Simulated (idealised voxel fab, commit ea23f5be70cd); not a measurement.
A process module follows: voxel spacer lines.
FYI the section here is cut, 255 nm wide, cells are 5 nm squares.
When this document writes out a cross-section, it uses a grid of square cells and lists it as bands, beginning at the top and moving down, with a band standing for one or more rows of cells.
Per band: top height and bottom height in nm, followed by the left-to-right materials and their widths in nm; "throughout" marks a single material spanning edge to edge, "air" marks empty space.
Convention: height 0 is the level below which the wafer, as received, is all one material. The lowest band does not terminate at the bottom but continues downward, represented as "from 0 down".
Quick explanation for "30->40": the width changes in equal steps down the rows of cells, from the first number in the band's top row to the second number in its bottom row.
Step note "nothing changed" = no cross-section cell changed.
Listed in "Voids lacking openings": every empty space of 8 or more cells without an open way to the top. Form: width x height at distance, the distance being from the left edge, all in nm.
Text after the settings on a step's line: the simulator's own remark on that step.
The optional step-line setting "overlay nm" applies to steps with a mask and quantifies how far to the right of its planned location the mask lay, a negative value indicating leftward placement.
PROCESS STEPS (PLANNED)
step 1: RECEIVE with material Si
step 2: CONFORMAL_DEP with material Al2O3, thk nm 10
step 3: DIRECTIONAL_DEP with material polySi, thk nm 15
step 4: DIRECTIONAL_DEP with material aC, thk nm 20
step 5: PATTERN with tone cover, mask id MANDREL, material resist, width nm 25, pitch nm 70, thk nm 25, overlay nm -15
step 6: DIRECTIONAL_ETCH with etch materials aC, depth nm 20
step 7: STRIP with etch materials resist
step 8: CONFORMAL_DEP with material SiO2, thk nm 10
step 9: DIRECTIONAL_ETCH with etch materials SiO2, depth nm 10
step 10: STRIP with etch materials aC
step 11: DIRECTIONAL_ETCH with etch materials polySi, depth nm 15
step 12: STRIP with etch materials SiO2
step 13: FILL_DEP with material lowk, thk nm 10
step 14: CMP with height nm 25
Quick note for whoever runs this: the wafers start identical, but the overlay nm at step 5 isn't the same across them. The plan just shows what the first wafer had.
STEP 1 COMPLETE: AS-RECEIVED CROSS-SECTION OF THE FIRST OF SEVERAL WAFERS
    from 0 down  Si throughout
    Voids lacking openings: none
PER-WAFER ROWS BELOW. FOR EACH MATERIAL: CELLS GAINED (+) OR LOST (-) SINCE THE WAFER WAS RECEIVED, AS OF END OF MODULE. THEN: CLOSED VOIDS
overlay nm -15 | +102 Al2O3 | +129 lowk | +24 polySi | Voids lacking openings: none
overlay nm -10 | +102 Al2O3 | +129 lowk | +24 polySi | Voids lacking openings: none
overlay nm -5 | +102 Al2O3 | +129 lowk | +24 polySi | Voids lacking openings: none
overlay nm 0 | +102 Al2O3 | +129 lowk | +24 polySi | Voids lacking openings: none
overlay nm 5 | +102 Al2O3 | +129 lowk | +24 polySi | Voids lacking openings: none
overlay nm 10 | +102 Al2O3 | +129 lowk | +24 polySi | Voids lacking openings: none
overlay nm 15 | +102 Al2O3 | +129 lowk | +24 polySi | Voids lacking openings: none
